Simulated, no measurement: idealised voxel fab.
process module | voxel self aligned contacts
cross-section cut | 230 nm wide | cells 5 nm
A cross-section is a grid of square cells, given in bands from the top down. A band is one or more rows of cells.
Each band's line starts with the height of the band's top and of its bottom, in nm. Then come its materials from left to right, each with its width in nm. One material with "throughout" fills the band from edge to edge. "air" is empty space.
Height 0 is the level under which the wafer as received is all one material. The lowest band goes on downwards, as in "0 down".
A width such as "30 to 40" changes by the same amount from each row of cells to the next, from the band's top row to its bottom row.
"no change" after a step means that no cell of the cross-section changed.
closed voids: empty space of 8 cells or more with no open way to the top, each as width x height at its distance from the left edge, in nm
after a step's settings: what the simulator itself notes on the step
overlay nm, on a step with a mask: how far to the right of its planned place the mask lay; to the left if negative
plan
1 op RECEIVE | material Si
2 op OXIDIZE | depth nm 5
3 op DIRECTIONAL_DEP | material polySi | thk nm 30
4 op DIRECTIONAL_DEP | material SiN | thk nm 20
5 op DIRECTIONAL_DEP | material aC | thk nm 15
6 op PATTERN | tone cover | mask id GATE | material resist | width nm 25 | pitch nm 50 | thk nm 30 | overlay nm 0
7 op DIRECTIONAL_ETCH | etch materials aC | depth nm 15
8 op STRIP | etch materials resist
9 op DIRECTIONAL_ETCH | etch materials SiN | depth nm 20
10 op DIRECTIONAL_ETCH | etch materials polySi | depth nm 30
11 op STRIP | etch materials aC
12 op CONFORMAL_DEP | material SiN | thk nm 5
13 op DIRECTIONAL_ETCH | etch materials SiN | depth nm 5
14 op FILL_DEP | material SiO2 | thk nm 20
15 op CMP | height nm 60
16 op PATTERN | tone open | mask id CONTACT | material resist | width nm 35 | thk nm 15 | overlay nm 0
17 op DIRECTIONAL_ETCH | etch materials SiO2 | depth nm 65
18 op STRIP | etch materials resist
19 op CONFORMAL_DEP | material TiN | thk nm 5
20 op FILL_DEP | material Ru | thk nm 5
21 op CMP | height nm 60
22 op CONFORMAL_DEP | material SiCN | thk nm 5
as received, after step 1
  0 down: Si throughout
  closed voids: none
a wafer at the end: this start, this plan, one mistake
  65 to 60: SiCN throughout
  60 to 55: SiO2 70 | SiN 35 | TiN 5 | Ru 5 | TiN 5 | SiN 35 | SiO2 75
  55 to 50: SiO2 70 | SiN 35 | TiN 15 | SiN 35 | SiO2 75
  50 to 30: SiN throughout
  30 to 0: polySi throughout
  0 to -5: SiO2 throughout
  -5 down: Si throughout
  closed voids: none
what went wrong: step 4 was run twice
